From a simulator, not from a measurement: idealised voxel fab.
Proc. module: voxel transistor to metal
FYI the section here is cut, 170 nm wide, cells are 5 nm squares.
Cross-section format: a grid of square cells, given as bands from top to bottom; each band is one or more rows of cells.
Band entry format. Leading values: height of top, height of bottom, nm. Remainder: materials in left-to-right order, each with its width in nm. Special words: "all across" on a single material, which then fills the band edge to edge; "air", empty space.
Height 0 is the level under which the wafer as received is all one material. The lowest band goes on downwards, as in "0 -> down".
Note: "30 to 40" means the width goes from the first number (top row of the band) to the second number (bottom row) in equal steps per row of cells.
Basically "same as before" means that step didn't change any cell in the cross-section.
The entry titled "Entrapped voids" provides the empty spaces that have no open way to the top, restricted to those of 8 cells or more. Each is presented as width x height at distance, the distance being measured from the left edge, with all three in nm.
Text after the settings on a step's line: the simulator's own remark on that step.
The setting "overlay nm" may be written on the line of a step. When the step uses a mask, the value reports how far to the right of the planned place the mask lay, and a negative value reports that it lay to the left.

[Planned step list for the process]
1. RECEIVE (material Si)
2. OXIDIZE (depth nm 5)
3. CONFORMAL_DEP (material SiN; thk nm 10)
4. DIRECTIONAL_DEP (material aC; thk nm 10)
5. PATTERN (tone cover; mask id ACTIVE; material resist; width nm 105; thk nm 25; overlay nm 0)
6. DIRECTIONAL_ETCH (etch materials aC; depth nm 10)
7. STRIP (etch materials resist)
8. DIRECTIONAL_ETCH (etch materials SiN; depth nm 10)
9. DIRECTIONAL_ETCH (etch materials SiO2; depth nm 5)
10. DIRECTIONAL_ETCH (etch materials Si; depth nm 20)
11. STRIP (etch materials aC)
12. FILL_DEP (material SiO2; thk nm 10)
13. CMP (height nm 10)
14. SELECTIVE_ETCH (etch materials SiO2; depth nm 10)
15. STRIP (etch materials SiN)
16. SELECTIVE_ETCH (etch materials SiO2; depth nm 5)
17. OXIDIZE (depth nm 5)
18. DIRECTIONAL_DEP (material polySi; thk nm 25)
19. DIRECTIONAL_DEP (material SiCN; thk nm 10)
20. MASKED_ETCH (tone cover; mask id GATE; width nm 15; etch materials SiCN; depth nm 20; overlay nm 0)
21. MASKED_ETCH (tone cover; mask id GATE; width nm 15; etch materials polySi; depth nm 35; overlay nm 0)
22. CONFORMAL_DEP (material SiN; thk nm 10)
23. DIRECTIONAL_ETCH (etch materials SiN; depth nm 10)
24. DIRECTIONAL_ETCH (etch materials SiO2; depth nm 5)
25. DIRECTIONAL_ETCH (etch materials Si; depth nm 10)
26. EPI (material pSi; thk nm 10)
27. FILL_DEP (material SiO2; thk nm 5)
28. CMP (height nm 30)
29. DIRECTIONAL_DEP (material SiO2; thk nm 10)
30. MASKED_ETCH (tone open; mask id CONTACT; width nm 30; pitch nm 55; etch materials SiO2; depth nm 50; overlay nm 0)
31. CONFORMAL_DEP (material TiN; thk nm 5)
32. FILL_DEP (material Ru; thk nm 5)
33. CMP (height nm 40)
34. DIRECTIONAL_DEP (material TiN; thk nm 5)
35. DIRECTIONAL_DEP (material W; thk nm 15)
36. MASKED_ETCH (tone cover; mask id METAL_1; width nm 20; pitch nm 65; etch materials W; depth nm 15; overlay nm 0)
37. MASKED_ETCH (tone cover; mask id METAL_1; width nm 20; pitch nm 65; etch materials TiN; depth nm 5; overlay nm 0)
38. FILL_DEP (material SiO2; thk nm 10)
39. CMP (height nm 60)
40. CONFORMAL_DEP (material SiCN; thk nm 5)

[Wafer at receipt (post step 1), cross-section]
    0 -> down | Si all across
    Entrapped voids: none

[Starting wafer: above. Plan: above. Run: one mistake. Cross-section after the module: below]
    65 -> 60 | SiCN all across
    60 -> 45 | 40 SiO2, 20 W, 45 SiO2, 20 W, 45 SiO2
    45 -> 40 | Ru all across
    40 -> 30 | 40 SiO2, 5 TiN, 20 to 15 Ru, 5 to 10 TiN, 25 SiO2, 5 to 10 TiN, 20 to 15 Ru, 5 TiN, 45 SiO2
    30 -> 20 | 40 SiO2, 5 TiN, 15 Ru, 5 TiN, 10 SiN, 15 SiCN, 10 SiN, 5 TiN, 15 Ru, 5 TiN, 45 SiO2
    20 -> 5 | 40 SiO2, 5 TiN, 15 Ru, 5 TiN, 10 SiN, 15 polySi, 10 SiN, 5 TiN, 15 Ru, 5 TiN, 45 SiO2
    5 -> 0 | 40 SiO2, 5 TiN, 5 Ru, 15 TiN, 10 SiN, 15 polySi, 10 SiN, 15 TiN, 5 Ru, 5 TiN, 45 SiO2
    0 -> -5 | 40 SiO2, 5 TiN, 5 Ru, 5 TiN, 10 pSi, 10 SiN, 15 polySi, 10 SiN, 10 pSi, 5 TiN, 5 Ru, 5 TiN, 45 SiO2
    -5 -> -10 | 40 SiO2, 15 TiN, 10 pSi, 35 SiO2, 10 pSi, 15 TiN, 45 SiO2
    -10 -> -20 | 30 SiO2, 35 pSi, 35 Si, 35 pSi, 35 SiO2
    -20 -> -25 | 30 SiO2, 105 Si, 35 SiO2
    -25 -> down | Si all across
    Entrapped voids: none
Heads up, the wafer didn't run the way we planned it: step 34 was processed under conditions differing from the plan, specifically as DIRECTIONAL_DEP (material Ru; thk nm 5)
